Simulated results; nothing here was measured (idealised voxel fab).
process module | voxel transistor to metal
cross-section cut | 280 nm wide | cells 5 nm
A cross-section is a grid of square cells, given in bands from the top down. A band is one or more rows of cells.
Each band's line starts with the height of the band's top and of its bottom, in nm. Then come its materials from left to right, each with its width in nm. One material with "throughout" fills the band from edge to edge. "air" is empty space.
Height 0 is the level under which the wafer as received is all one material. The lowest band goes on downwards, as in "0 down".
A width such as "30 to 40" changes by the same amount from each row of cells to the next, from the band's top row to its bottom row.
"no change" after a step means that no cell of the cross-section changed.
closed voids: empty space of 8 cells or more with no open way to the top, each as width x height at its distance from the left edge, in nm
after a step's settings: what the simulator itself notes on the step
overlay nm, on a step with a mask: how far to the right of its planned place the mask lay; to the left if negative
Each pair below shows a cross-section before one step and the cross-section after it, down to the lowest band that changed. The line under each pair gives the step between them, with its settings. The pairs can come from different runs of this module on the same starting wafer, so a pair continues from the pair above only where its "before" says so.
before
  35 to 30: air 55 | SiN 40 | air 90 | SiN 40 | air 55
  30 to 15: air 55 | SiN 5 | SiO2 5 | SiCN 20 | SiO2 5 | SiN 5 | air 90 | SiN 5 | SiO2 5 | SiCN 20 | SiO2 5 | SiN 5 | air 55
  15 to 5: air 55 | SiN 5 | SiO2 5 | polySi 20 | SiO2 5 | SiN 5 | air 90 | SiN 5 | SiO2 5 | polySi 20 | SiO2 5 | SiN 5 | air 55
  5 to 0: SiN 20 | air 35 | SiN 5 | SiO2 5 | polySi 20 | SiO2 5 | SiN 5 | air 90 | SiN 5 | SiO2 5 | polySi 20 | SiO2 5 | SiN 5 | air 35 | SiN 20
  0 to -5: SiO2 15 | SiN 45 | SiO2 5 | polySi 20 | SiO2 5 | SiN 100 | SiO2 5 | polySi 20 | SiO2 5 | SiN 45 | SiO2 15
  -5 to -10: SiO2 135 | SiN 10 | SiO2 135
  -10 to -15: SiO2 25 | Si 100 | SiO2 30 | Si 100 | SiO2 25
  -15 to -40: SiO2 20 | Si 110 | SiO2 20 | Si 110 | SiO2 20
  -40 down: Si throughout
  closed voids: none
after
  30 to 15: air 55 | SiN 5 | SiO2 5 | SiCN 20 | SiO2 5 | SiN 5 | air 90 | SiN 5 | SiO2 5 | SiCN 20 | SiO2 5 | SiN 5 | air 55
  15 to 0: air 55 | SiN 5 | SiO2 5 | polySi 20 | SiO2 5 | SiN 5 | air 90 | SiN 5 | SiO2 5 | polySi 20 | SiO2 5 | SiN 5 | air 55
  0 to -5: SiO2 15 | SiN 5 | air 35 | SiN 5 | SiO2 5 | polySi 20 | SiO2 5 | SiN 5 | air 90 | SiN 5 | SiO2 5 | polySi 20 | SiO2 5 | SiN 5 | air 35 | SiN 5 | SiO2 15
  below -5: unchanged
  closed voids: none
the step between: op DIRECTIONAL_ETCH | etch materials SiN | depth nm 5
before: the cross-section after the pair above
after
  30 to 25: air 55 | SiN 5 | air 5 | SiCN 20 | air 5 | SiN 5 | air 90 | SiN 5 | air 5 | SiCN 20 | air 5 | SiN 5 | air 55
  25 to 15: air 55 | SiN 5 | SiO2 5 | SiCN 20 | SiO2 5 | SiN 5 | air 90 | SiN 5 | SiO2 5 | SiCN 20 | SiO2 5 | SiN 5 | air 55
  15 to 0: air 55 | SiN 5 | SiO2 5 | polySi 20 | SiO2 5 | SiN 5 | air 90 | SiN 5 | SiO2 5 | polySi 20 | SiO2 5 | SiN 5 | air 55
  0 to -5: air 15 | SiN 5 | air 35 | SiN 5 | SiO2 5 | polySi 20 | SiO2 5 | SiN 5 | air 90 | SiN 5 | SiO2 5 | polySi 20 | SiO2 5 | SiN 5 | air 35 | SiN 5 | air 15
  -5 to -10: SiO2 20 | air 35 | SiO2 40 | air 40 | SiN 10 | air 40 | SiO2 40 | air 35 | SiO2 20
  below -10: unchanged
  closed voids: none
the step between: op DIRECTIONAL_ETCH | etch materials SiO2 | depth nm 5
before: the cross-section after the pair above
after
  30 to 25: air 55 | SiN 5 | air 5 | SiCN 20 | air 5 | SiN 5 | air 90 | SiN 5 | air 5 | SiCN 20 | air 5 | SiN 5 | air 55
  25 to 15: air 55 | SiN 5 | SiO2 5 | SiCN 20 | SiO2 5 | SiN 5 | air 90 | SiN 5 | SiO2 5 | SiCN 20 | SiO2 5 | SiN 5 | air 55
  15 to 0: air 55 | SiN 5 | SiO2 5 | polySi 20 | SiO2 5 | SiN 5 | air 90 | SiN 5 | SiO2 5 | polySi 20 | SiO2 5 | SiN 5 | air 55
  0 to -5: air 15 | SiN 5 | air 35 | SiN 5 | SiO2 5 | polySi 20 | SiO2 5 | SiN 5 | air 90 | SiN 5 | SiO2 5 | polySi 20 | SiO2 5 | SiN 5 | air 35 | SiN 5 | air 15
  -5 to -10: SiO2 20 | air 35 | SiO2 40 | air 40 | SiN 10 | air 40 | SiO2 40 | air 35 | SiO2 20
  -10 to -15: SiO2 25 | air 30 | Si 40 | air 30 | SiO2 30 | air 30 | Si 40 | air 30 | SiO2 25
  -15 to -25: SiO2 20 | Si 5 | air 30 | Si 40 | air 30 | Si 5 | SiO2 20 | Si 5 | air 30 | Si 40 | air 30 | Si 5 | SiO2 20
  below -25: unchanged
  closed voids: none
the step between: op DIRECTIONAL_ETCH | etch materials Si | depth nm 15
before: the cross-section after the pair above
after
  30 to 25: air 55 | SiN 5 | air 5 | SiCN 20 | air 5 | SiN 5 | air 90 | SiN 5 | air 5 | SiCN 20 | air 5 | SiN 5 | air 55
  25 to 15: air 55 | SiN 5 | SiO2 5 | SiCN 20 | SiO2 5 | SiN 5 | air 90 | SiN 5 | SiO2 5 | SiCN 20 | SiO2 5 | SiN 5 | air 55
  15 to 5: air 55 | SiN 5 | SiO2 5 | polySi 20 | SiO2 5 | SiN 5 | air 90 | SiN 5 | SiO2 5 | polySi 20 | SiO2 5 | SiN 5 | air 55
  5 to 0: air 40 | SiGe 15 | SiN 5 | SiO2 5 | polySi 20 | SiO2 5 | SiN 5 | SiGe 15 | air 60 | SiGe 15 | SiN 5 | SiO2 5 | polySi 20 | SiO2 5 | SiN 5 | SiGe 15 | air 40
  0 to -5: air 15 | SiN 5 | SiGe 35 | SiN 5 | SiO2 5 | polySi 20 | SiO2 5 | SiN 5 | SiGe 40 | air 10 | SiGe 40 | SiN 5 | SiO2 5 | polySi 20 | SiO2 5 | SiN 5 | SiGe 35 | SiN 5 | air 15
  -5 to -10: SiO2 20 | SiGe 35 | SiO2 40 | SiGe 40 | SiN 10 | SiGe 40 | SiO2 40 | SiGe 35 | SiO2 20
  -10 to -15: SiO2 25 | SiGe 30 | Si 40 | SiGe 30 | SiO2 30 | SiGe 30 | Si 40 | SiGe 30 | SiO2 25
  -15 to -25: SiO2 20 | Si 5 | SiGe 30 | Si 40 | SiGe 30 | Si 5 | SiO2 20 | Si 5 | SiGe 30 | Si 40 | SiGe 30 | Si 5 | SiO2 20
  below -25: unchanged
  closed voids: none
the step between: op EPI | material SiGe | thk nm 15
before: the cross-section after the pair above
after
  40 to 30: SiO2 throughout
  30 to 15: SiO2 55 | SiN 5 | SiO2 5 | SiCN 20 | SiO2 5 | SiN 5 | SiO2 90 | SiN 5 | SiO2 5 | SiCN 20 | SiO2 5 | SiN 5 | SiO2 55
  15 to 5: SiO2 55 | SiN 5 | SiO2 5 | polySi 20 | SiO2 5 | SiN 5 | SiO2 90 | SiN 5 | SiO2 5 | polySi 20 | SiO2 5 | SiN 5 | SiO2 55
  5 to 0: SiO2 40 | SiGe 15 | SiN 5 | SiO2 5 | polySi 20 | SiO2 5 | SiN 5 | SiGe 15 | SiO2 60 | SiGe 15 | SiN 5 | SiO2 5 | polySi 20 | SiO2 5 | SiN 5 | SiGe 15 | SiO2 40
  0 to -5: SiO2 15 | SiN 5 | SiGe 35 | SiN 5 | SiO2 5 | polySi 20 | SiO2 5 | SiN 5 | SiGe 40 | SiO2 10 | SiGe 40 | SiN 5 | SiO2 5 | polySi 20 | SiO2 5 | SiN 5 | SiGe 35 | SiN 5 | SiO2 15
  below -5: unchanged
  closed voids: none
the step between: op FILL_DEP | material SiO2 | thk nm 10
before: the cross-section after the pair above
after
  30 to 15: SiO2 55 | SiN 5 | SiO2 5 | SiCN 20 | SiO2 5 | SiN 5 | SiO2 90 | SiN 5 | SiO2 5 | SiCN 20 | SiO2 5 | SiN 5 | SiO2 55
  below 15: unchanged
  closed voids: none
the step between: op CMP | height nm 30
before: the cross-section after the pair above
after
  45 to 30: SiO2 throughout
  below 30: unchanged
  closed voids: none
the step between: op DIRECTIONAL_DEP | material SiO2 | thk nm 15
before: the cross-section after the pair above
after
  45 to 30: SiO2 30 | air 15 | SiO2 60 | air 15 | SiO2 40 | air 15 | SiO2 60 | air 15 | SiO2 30
  30 to 15: SiO2 30 | air 15 | SiO2 10 | SiN 5 | SiO2 5 | SiCN 20 | SiO2 5 | SiN 5 | SiO2 10 | air 15 | SiO2 40 | air 15 | SiO2 10 | SiN 5 | SiO2 5 | SiCN 20 | SiO2 5 | SiN 5 | SiO2 10 | air 15 | SiO2 30
  15 to 5: SiO2 30 | air 15 | SiO2 10 | SiN 5 | SiO2 5 | polySi 20 | SiO2 5 | SiN 5 | SiO2 10 | air 15 | SiO2 40 | air 15 | SiO2 10 | SiN 5 | SiO2 5 | polySi 20 | SiO2 5 | SiN 5 | SiO2 10 | air 15 | SiO2 30
  below 5: unchanged
  closed voids: none
the step between: op MASKED_ETCH | tone open | mask id CONTACT | width nm 15 | etch materials SiO2 | depth nm 40 | overlay nm 0
before: the cross-section after the pair above
after
  50 to 45: TiN 35 | air 5 | TiN 70 | air 5 | TiN 50 | air 5 | TiN 70 | air 5 | TiN 35
  45 to 30: SiO2 30 | TiN 5 | air 5 | TiN 5 | SiO2 60 | TiN 5 | air 5 | TiN 5 | SiO2 40 | TiN 5 | air 5 | TiN 5 | SiO2 60 | TiN 5 | air 5 | TiN 5 | SiO2 30
  30 to 15: SiO2 30 | TiN 5 | air 5 | TiN 5 | SiO2 10 | SiN 5 | SiO2 5 | SiCN 20 | SiO2 5 | SiN 5 | SiO2 10 | TiN 5 | air 5 | TiN 5 | SiO2 40 | TiN 5 | air 5 | TiN 5 | SiO2 10 | SiN 5 | SiO2 5 | SiCN 20 | SiO2 5 | SiN 5 | SiO2 10 | TiN 5 | air 5 | TiN 5 | SiO2 30
  15 to 10: SiO2 30 | TiN 5 | air 5 | TiN 5 | SiO2 10 | SiN 5 | SiO2 5 | polySi 20 | SiO2 5 | SiN 5 | SiO2 10 | TiN 5 | air 5 | TiN 5 | SiO2 40 | TiN 5 | air 5 | TiN 5 | SiO2 10 | SiN 5 | SiO2 5 | polySi 20 | SiO2 5 | SiN 5 | SiO2 10 | TiN 5 | air 5 | TiN 5 | SiO2 30
  10 to 5: SiO2 30 | TiN 15 | SiO2 10 | SiN 5 | SiO2 5 | polySi 20 | SiO2 5 | SiN 5 | SiO2 10 | TiN 15 | SiO2 40 | TiN 15 | SiO2 10 | SiN 5 | SiO2 5 | polySi 20 | SiO2 5 | SiN 5 | SiO2 10 | TiN 15 | SiO2 30
  below 5: unchanged
  closed voids: none
the step between: op CONFORMAL_DEP | material TiN | thk nm 5
before: the cross-section after the pair above
after
  55 to 50: Ru throughout
  50 to 45: TiN 35 | Ru 5 | TiN 70 | Ru 5 | TiN 50 | Ru 5 | TiN 70 | Ru 5 | TiN 35
  45 to 30: SiO2 30 | TiN 5 | Ru 5 | TiN 5 | SiO2 60 | TiN 5 | Ru 5 | TiN 5 | SiO2 40 | TiN 5 | Ru 5 | TiN 5 | SiO2 60 | TiN 5 | Ru 5 | TiN 5 | SiO2 30
  30 to 15: SiO2 30 | TiN 5 | Ru 5 | TiN 5 | SiO2 10 | SiN 5 | SiO2 5 | SiCN 20 | SiO2 5 | SiN 5 | SiO2 10 | TiN 5 | Ru 5 | TiN 5 | SiO2 40 | TiN 5 | Ru 5 | TiN 5 | SiO2 10 | SiN 5 | SiO2 5 | SiCN 20 | SiO2 5 | SiN 5 | SiO2 10 | TiN 5 | Ru 5 | TiN 5 | SiO2 30
  15 to 10: SiO2 30 | TiN 5 | Ru 5 | TiN 5 | SiO2 10 | SiN 5 | SiO2 5 | polySi 20 | SiO2 5 | SiN 5 | SiO2 10 | TiN 5 | Ru 5 | TiN 5 | SiO2 40 | TiN 5 | Ru 5 | TiN 5 | SiO2 10 | SiN 5 | SiO2 5 | polySi 20 | SiO2 5 | SiN 5 | SiO2 10 | TiN 5 | Ru 5 | TiN 5 | SiO2 30
  below 10: unchanged
  closed voids: none
the step between: op FILL_DEP | material Ru | thk nm 5
before: the cross-section after the pair above
after
  45 to 30: SiO2 30 | TiN 5 | Ru 5 | TiN 5 | SiO2 60 | TiN 5 | Ru 5 | TiN 5 | SiO2 40 | TiN 5 | Ru 5 | TiN 5 | SiO2 60 | TiN 5 | Ru 5 | TiN 5 | SiO2 30
  below 30: unchanged
  closed voids: none
the step between: op CMP | height nm 45
before: the cross-section after the pair above
after
  50 to 45: SiN throughout
  below 45: unchanged
  closed voids: none
the step between: op CONFORMAL_DEP | material SiN | thk nm 5
before: the cross-section after the pair above
after
  65 to 50: lowk throughout
  below 50: unchanged
  closed voids: none
the step between: op DIRECTIONAL_DEP | material lowk | thk nm 15
before: the cross-section after the pair above
after
  80 to 65: resist 30 | air 15 | resist 60 | air 15 | resist 40 | air 15 | resist 60 | air 15 | resist 30
  below 65: unchanged
  closed voids: none
the step between: op PATTERN | tone open | mask id METAL_1 | material resist | width nm 15 | thk nm 15 | overlay nm 0
before: the cross-section after the pair above
after
  80 to 65: resist 30 | air 15 | resist 60 | air 15 | resist 40 | air 15 | resist 60 | air 15 | resist 30
  65 to 50: lowk 30 | air 15 | lowk 60 | air 15 | lowk 40 | air 15 | lowk 60 | air 15 | lowk 30
  below 50: unchanged
  closed voids: none
the step between: op DIRECTIONAL_ETCH | etch materials lowk | depth nm 15
before: the cross-section after the pair above
after
  80 to 65: resist 30 | air 15 | resist 60 | air 15 | resist 40 | air 15 | resist 60 | air 15 | resist 30
  65 to 50: lowk 30 | air 15 | lowk 60 | air 15 | lowk 40 | air 15 | lowk 60 | air 15 | lowk 30
  50 to 45: SiN 30 | air 15 | SiN 60 | air 15 | SiN 40 | air 15 | SiN 60 | air 15 | SiN 30
  below 45: unchanged
  closed voids: none
the step between: op DIRECTIONAL_ETCH | etch materials SiN | depth nm 5
before: the cross-section after the pair above
after
  65 to 50: lowk 30 | air 15 | lowk 60 | air 15 | lowk 40 | air 15 | lowk 60 | air 15 | lowk 30
  below 50: unchanged
  closed voids: none
the step between: op STRIP | etch materials resist
before: the cross-section after the pair above
after
  70 to 65: TiN 35 | air 5 | TiN 70 | air 5 | TiN 50 | air 5 | TiN 70 | air 5 | TiN 35
  65 to 50: lowk 30 | TiN 5 | air 5 | TiN 5 | lowk 60 | TiN 5 | air 5 | TiN 5 | lowk 40 | TiN 5 | air 5 | TiN 5 | lowk 60 | TiN 5 | air 5 | TiN 5 | lowk 30
  50 to 45: SiN 30 | TiN 15 | SiN 60 | TiN 15 | SiN 40 | TiN 15 | SiN 60 | TiN 15 | SiN 30
  below 45: unchanged
  closed voids: none
the step between: op CONFORMAL_DEP | material TiN | thk nm 5
before: the cross-section after the pair above
after
  75 to 70: W throughout
  70 to 65: TiN 35 | W 5 | TiN 70 | W 5 | TiN 50 | W 5 | TiN 70 | W 5 | TiN 35
  65 to 50: lowk 30 | TiN 5 | W 5 | TiN 5 | lowk 60 | TiN 5 | W 5 | TiN 5 | lowk 40 | TiN 5 | W 5 | TiN 5 | lowk 60 | TiN 5 | W 5 | TiN 5 | lowk 30
  below 50: unchanged
  closed voids: none
the step between: op FILL_DEP | material W | thk nm 5
before: the cross-section after the pair above
after
  65 to 50: lowk 30 | TiN 5 | W 5 | TiN 5 | lowk 60 | TiN 5 | W 5 | TiN 5 | lowk 40 | TiN 5 | W 5 | TiN 5 | lowk 60 | TiN 5 | W 5 | TiN 5 | lowk 30
  below 50: unchanged
  closed voids: none
the step between: op CMP | height nm 65
before: the cross-section after the pair above
after
  70 to 65: air 25 | Ru 25 | air 50 | Ru 25 | air 30 | Ru 25 | air 50 | Ru 25 | air 25
  below 65: unchanged
  closed voids: none
the step between: op EPI | material Ru | thk nm 5
before: the cross-section after the pair above
after
  75 to 70: SiCN throughout
  70 to 65: SiCN 25 | Ru 25 | SiCN 50 | Ru 25 | SiCN 30 | Ru 25 | SiCN 50 | Ru 25 | SiCN 25
  below 65: unchanged
  closed voids: none
the step between: op FILL_DEP | material SiCN | thk nm 5
before
  30 to 25: air 55 | SiN 5 | air 5 | SiCN 20 | air 5 | SiN 5 | air 90 | SiN 5 | air 5 | SiCN 20 | air 5 | SiN 5 | air 55
  25 to 15: air 55 | SiN 5 | SiO2 5 | SiCN 20 | SiO2 5 | SiN 5 | air 90 | SiN 5 | SiO2 5 | SiCN 20 | SiO2 5 | SiN 5 | air 55
  15 to 0: air 55 | SiN 5 | SiO2 5 | polySi 20 | SiO2 5 | SiN 5 | air 90 | SiN 5 | SiO2 5 | polySi 20 | SiO2 5 | SiN 5 | air 55
  0 to -5: air 20 | SiN 5 | air 30 | SiN 5 | SiO2 5 | polySi 20 | SiO2 5 | SiN 5 | air 30 | SiN 5 | air 20 | SiN 5 | air 30 | SiN 5 | SiO2 5 | polySi 20 | SiO2 5 | SiN 5 | air 30 | SiN 5 | air 20
  -5 to -10: SiO2 25 | air 30 | SiO2 40 | air 30 | SiO2 30 | air 30 | SiO2 40 | air 30 | SiO2 25
  -10 to -25: SiO2 20 | Si 5 | air 30 | Si 40 | air 30 | Si 5 | SiO2 20 | Si 5 | air 30 | Si 40 | air 30 | Si 5 | SiO2 20
  -25 to -40: SiO2 20 | Si 110 | SiO2 20 | Si 110 | SiO2 20
  -40 down: Si throughout
  closed voids: none
after
  30 to 25: air 55 | SiN 5 | air 5 | SiCN 20 | air 5 | SiN 5 | air 90 | SiN 5 | air 5 | SiCN 20 | air 5 | SiN 5 | air 55
  25 to 15: air 55 | SiN 5 | SiO2 5 | SiCN 20 | SiO2 5 | SiN 5 | air 90 | SiN 5 | SiO2 5 | SiCN 20 | SiO2 5 | SiN 5 | air 55
  15 to 0: air 10 | SiGe 45 | SiN 5 | SiO2 5 | polySi 20 | SiO2 5 | SiN 5 | SiGe 90 | SiN 5 | SiO2 5 | polySi 20 | SiO2 5 | SiN 5 | SiGe 45 | air 10
  0 to -5: air 10 | SiGe 10 | SiN 5 | SiGe 30 | SiN 5 | SiO2 5 | polySi 20 | SiO2 5 | SiN 5 | SiGe 30 | SiN 5 | SiGe 20 | SiN 5 | SiGe 30 | SiN 5 | SiO2 5 | polySi 20 | SiO2 5 | SiN 5 | SiGe 30 | SiN 5 | SiGe 10 | air 10
  -5 to -10: SiO2 25 | SiGe 30 | SiO2 40 | SiGe 30 | SiO2 30 | SiGe 30 | SiO2 40 | SiGe 30 | SiO2 25
  -10 to -25: SiO2 20 | Si 5 | SiGe 30 | Si 40 | SiGe 30 | Si 5 | SiO2 20 | Si 5 | SiGe 30 | Si 40 | SiGe 30 | Si 5 | SiO2 20
  below -25: unchanged
  closed voids: none
the step between: op EPI | material SiGe | thk nm 25
before: the cross-section after the pair above
after
  40 to 30: SiO2 throughout
  30 to 15: SiO2 55 | SiN 5 | SiO2 5 | SiCN 20 | SiO2 5 | SiN 5 | SiO2 90 | SiN 5 | SiO2 5 | SiCN 20 | SiO2 5 | SiN 5 | SiO2 55
  15 to 0: SiO2 10 | SiGe 45 | SiN 5 | SiO2 5 | polySi 20 | SiO2 5 | SiN 5 | SiGe 90 | SiN 5 | SiO2 5 | polySi 20 | SiO2 5 | SiN 5 | SiGe 45 | SiO2 10
  0 to -5: SiO2 10 | SiGe 10 | SiN 5 | SiGe 30 | SiN 5 | SiO2 5 | polySi 20 | SiO2 5 | SiN 5 | SiGe 30 | SiN 5 | SiGe 20 | SiN 5 | SiGe 30 | SiN 5 | SiO2 5 | polySi 20 | SiO2 5 | SiN 5 | SiGe 30 | SiN 5 | SiGe 10 | SiO2 10
  below -5: unchanged
  closed voids: none
the step between: op FILL_DEP | material SiO2 | thk nm 10
before: the cross-section after the pair above
after
  30 to 15: SiO2 55 | SiN 5 | SiO2 5 | SiCN 20 | SiO2 5 | SiN 5 | SiO2 90 | SiN 5 | SiO2 5 | SiCN 20 | SiO2 5 | SiN 5 | SiO2 55
  below 15: unchanged
  closed voids: none
the step between: op CMP | height nm 30
before: the cross-section after the pair above
after
  45 to 30: SiO2 throughout
  below 30: unchanged
  closed voids: none
the step between: op DIRECTIONAL_DEP | material SiO2 | thk nm 15
before: the cross-section after the pair above
after
  45 to 30: SiO2 30 | air 15 | SiO2 60 | air 15 | SiO2 40 | air 15 | SiO2 60 | air 15 | SiO2 30
  30 to 15: SiO2 30 | air 15 | SiO2 10 | SiN 5 | SiO2 5 | SiCN 20 | SiO2 5 | SiN 5 | SiO2 10 | air 15 | SiO2 40 | air 15 | SiO2 10 | SiN 5 | SiO2 5 | SiCN 20 | SiO2 5 | SiN 5 | SiO2 10 | air 15 | SiO2 30
  below 15: unchanged
  closed voids: none
the step between: op MASKED_ETCH | tone open | mask id CONTACT | width nm 15 | etch materials SiO2 | depth nm 40 | overlay nm 0
before: the cross-section after the pair above
after
  50 to 45: TiN 35 | air 5 | TiN 70 | air 5 | TiN 50 | air 5 | TiN 70 | air 5 | TiN 35
  45 to 30: SiO2 30 | TiN 5 | air 5 | TiN 5 | SiO2 60 | TiN 5 | air 5 | TiN 5 | SiO2 40 | TiN 5 | air 5 | TiN 5 | SiO2 60 | TiN 5 | air 5 | TiN 5 | SiO2 30
  30 to 20: SiO2 30 | TiN 5 | air 5 | TiN 5 | SiO2 10 | SiN 5 | SiO2 5 | SiCN 20 | SiO2 5 | SiN 5 | SiO2 10 | TiN 5 | air 5 | TiN 5 | SiO2 40 | TiN 5 | air 5 | TiN 5 | SiO2 10 | SiN 5 | SiO2 5 | SiCN 20 | SiO2 5 | SiN 5 | SiO2 10 | TiN 5 | air 5 | TiN 5 | SiO2 30
  20 to 15: SiO2 30 | TiN 15 | SiO2 10 | SiN 5 | SiO2 5 | SiCN 20 | SiO2 5 | SiN 5 | SiO2 10 | TiN 15 | SiO2 40 | TiN 15 | SiO2 10 | SiN 5 | SiO2 5 | SiCN 20 | SiO2 5 | SiN 5 | SiO2 10 | TiN 15 | SiO2 30
  below 15: unchanged
  closed voids: none
the step between: op CONFORMAL_DEP | material TiN | thk nm 5
before: the cross-section after the pair above
after
  55 to 50: Ru throughout
  50 to 45: TiN 35 | Ru 5 | TiN 70 | Ru 5 | TiN 50 | Ru 5 | TiN 70 | Ru 5 | TiN 35
  45 to 30: SiO2 30 | TiN 5 | Ru 5 | TiN 5 | SiO2 60 | TiN 5 | Ru 5 | TiN 5 | SiO2 40 | TiN 5 | Ru 5 | TiN 5 | SiO2 60 | TiN 5 | Ru 5 | TiN 5 | SiO2 30
  30 to 20: SiO2 30 | TiN 5 | Ru 5 | TiN 5 | SiO2 10 | SiN 5 | SiO2 5 | SiCN 20 | SiO2 5 | SiN 5 | SiO2 10 | TiN 5 | Ru 5 | TiN 5 | SiO2 40 | TiN 5 | Ru 5 | TiN 5 | SiO2 10 | SiN 5 | SiO2 5 | SiCN 20 | SiO2 5 | SiN 5 | SiO2 10 | TiN 5 | Ru 5 | TiN 5 | SiO2 30
  below 20: unchanged
  closed voids: none
the step between: op FILL_DEP | material Ru | thk nm 5
before: the cross-section after the pair above
after
  45 to 30: SiO2 30 | TiN 5 | Ru 5 | TiN 5 | SiO2 60 | TiN 5 | Ru 5 | TiN 5 | SiO2 40 | TiN 5 | Ru 5 | TiN 5 | SiO2 60 | TiN 5 | Ru 5 | TiN 5 | SiO2 30
  below 30: unchanged
  closed voids: none
the step between: op CMP | height nm 45
before: the cross-section after the pair above
after
  50 to 45: SiN throughout
  below 45: unchanged
  closed voids: none
the step between: op CONFORMAL_DEP | material SiN | thk nm 5
before: the cross-section after the pair above
after
  65 to 50: lowk throughout
  below 50: unchanged
  closed voids: none
the step between: op DIRECTIONAL_DEP | material lowk | thk nm 15
before: the cross-section after the pair above
after
  80 to 65: resist 30 | air 15 | resist 60 | air 15 | resist 40 | air 15 | resist 60 | air 15 | resist 30
  below 65: unchanged
  closed voids: none
the step between: op PATTERN | tone open | mask id METAL_1 | material resist | width nm 15 | thk nm 15 | overlay nm 0
before: the cross-section after the pair above
after
  80 to 65: resist 30 | air 15 | resist 60 | air 15 | resist 40 | air 15 | resist 60 | air 15 | resist 30
  65 to 50: lowk 30 | air 15 | lowk 60 | air 15 | lowk 40 | air 15 | lowk 60 | air 15 | lowk 30
  below 50: unchanged
  closed voids: none
the step between: op DIRECTIONAL_ETCH | etch materials lowk | depth nm 15
before: the cross-section after the pair above
after
  80 to 65: resist 30 | air 15 | resist 60 | air 15 | resist 40 | air 15 | resist 60 | air 15 | resist 30
  65 to 50: lowk 30 | air 15 | lowk 60 | air 15 | lowk 40 | air 15 | lowk 60 | air 15 | lowk 30
  50 to 45: SiN 30 | air 15 | SiN 60 | air 15 | SiN 40 | air 15 | SiN 60 | air 15 | SiN 30
  below 45: unchanged
  closed voids: none
the step between: op DIRECTIONAL_ETCH | etch materials SiN | depth nm 5
before: the cross-section after the pair above
after
  65 to 50: lowk 30 | air 15 | lowk 60 | air 15 | lowk 40 | air 15 | lowk 60 | air 15 | lowk 30
  below 50: unchanged
  closed voids: none
the step between: op STRIP | etch materials resist
before: the cross-section after the pair above
after
  70 to 65: TiN 35 | air 5 | TiN 70 | air 5 | TiN 50 | air 5 | TiN 70 | air 5 | TiN 35
  65 to 50: lowk 30 | TiN 5 | air 5 | TiN 5 | lowk 60 | TiN 5 | air 5 | TiN 5 | lowk 40 | TiN 5 | air 5 | TiN 5 | lowk 60 | TiN 5 | air 5 | TiN 5 | lowk 30
  50 to 45: SiN 30 | TiN 15 | SiN 60 | TiN 15 | SiN 40 | TiN 15 | SiN 60 | TiN 15 | SiN 30
  below 45: unchanged
  closed voids: none
the step between: op CONFORMAL_DEP | material TiN | thk nm 5
before: the cross-section after the pair above
after
  75 to 70: W throughout
  70 to 65: TiN 35 | W 5 | TiN 70 | W 5 | TiN 50 | W 5 | TiN 70 | W 5 | TiN 35
  65 to 50: lowk 30 | TiN 5 | W 5 | TiN 5 | lowk 60 | TiN 5 | W 5 | TiN 5 | lowk 40 | TiN 5 | W 5 | TiN 5 | lowk 60 | TiN 5 | W 5 | TiN 5 | lowk 30
  below 50: unchanged
  closed voids: none
the step between: op FILL_DEP | material W | thk nm 5
before: the cross-section after the pair above
after
  65 to 50: lowk 30 | TiN 5 | W 5 | TiN 5 | lowk 60 | TiN 5 | W 5 | TiN 5 | lowk 40 | TiN 5 | W 5 | TiN 5 | lowk 60 | TiN 5 | W 5 | TiN 5 | lowk 30
  below 50: unchanged
  closed voids: none
the step between: op CMP | height nm 65
before: the cross-section after the pair above
after
  70 to 65: air 25 | Ru 25 | air 50 | Ru 25 | air 30 | Ru 25 | air 50 | Ru 25 | air 25
  below 65: unchanged
  closed voids: none
the step between: op EPI | material Ru | thk nm 5
before: the cross-section after the pair above
after
  75 to 70: SiCN throughout
  70 to 65: SiCN 25 | Ru 25 | SiCN 50 | Ru 25 | SiCN 30 | Ru 25 | SiCN 50 | Ru 25 | SiCN 25
  below 65: unchanged
  closed voids: none
the step between: op FILL_DEP | material SiCN | thk nm 5
before
  65 to 50: lowk throughout
  50 to 45: SiN throughout
  45 to 30: SiO2 30 | TiN 5 | Ru 5 | TiN 5 | SiO2 60 | TiN 5 | Ru 5 | TiN 5 | SiO2 40 | TiN 5 | Ru 5 | TiN 5 | SiO2 60 | TiN 5 | Ru 5 | TiN 5 | SiO2 30
  30 to 15: SiO2 30 | TiN 5 | Ru 5 | TiN 5 | SiO2 10 | SiN 5 | SiO2 5 | SiCN 20 | SiO2 5 | SiN 5 | SiO2 10 | TiN 5 | Ru 5 | TiN 5 | SiO2 40 | TiN 5 | Ru 5 | TiN 5 | SiO2 10 | SiN 5 | SiO2 5 | SiCN 20 | SiO2 5 | SiN 5 | SiO2 10 | TiN 5 | Ru 5 | TiN 5 | SiO2 30
  15 to 10: SiO2 30 | TiN 5 | Ru 5 | TiN 5 | SiO2 10 | SiN 5 | SiO2 5 | polySi 20 | SiO2 5 | SiN 5 | SiO2 10 | TiN 5 | Ru 5 | TiN 5 | SiO2 40 | TiN 5 | Ru 5 | TiN 5 | SiO2 10 | SiN 5 | SiO2 5 | polySi 20 | SiO2 5 | SiN 5 | SiO2 10 | TiN 5 | Ru 5 | TiN 5 | SiO2 30
  10 to 5: SiO2 30 | TiN 15 | SiO2 10 | SiN 5 | SiO2 5 | polySi 20 | SiO2 5 | SiN 5 | SiO2 10 | TiN 15 | SiO2 40 | TiN 15 | SiO2 10 | SiN 5 | SiO2 5 | polySi 20 | SiO2 5 | SiN 5 | SiO2 10 | TiN 15 | SiO2 30
  5 to 0: SiO2 20 | SiGe 35 | SiN 5 | SiO2 5 | polySi 20 | SiO2 5 | SiN 5 | SiGe 35 | SiO2 20 | SiGe 35 | SiN 5 | SiO2 5 | polySi 20 | SiO2 5 | SiN 5 | SiGe 35 | SiO2 20
  0 to -5: SiO2 20 | SiN 5 | SiGe 30 | SiN 5 | SiO2 5 | polySi 20 | SiO2 5 | SiN 5 | SiGe 30 | SiN 5 | SiO2 20 | SiN 5 | SiGe 30 | SiN 5 | SiO2 5 | polySi 20 | SiO2 5 | SiN 5 | SiGe 30 | SiN 5 | SiO2 20
  -5 to -10: SiO2 25 | SiGe 30 | SiO2 40 | SiGe 30 | SiO2 30 | SiGe 30 | SiO2 40 | SiGe 30 | SiO2 25
  -10 to -25: SiO2 20 | Si 5 | SiGe 30 | Si 40 | SiGe 30 | Si 5 | SiO2 20 | Si 5 | SiGe 30 | Si 40 | SiGe 30 | Si 5 | SiO2 20
  -25 to -40: SiO2 20 | Si 110 | SiO2 20 | Si 110 | SiO2 20
  -40 down: Si throughout
  closed voids: none
after
  80 to 65: resist 30 | air 20 | resist 55 | air 20 | resist 35 | air 20 | resist 55 | air 20 | resist 25
  below 65: unchanged
  closed voids: none
the step between: op PATTERN | tone open | mask id METAL_1 | material resist | width nm 20 | thk nm 15 | overlay nm 0
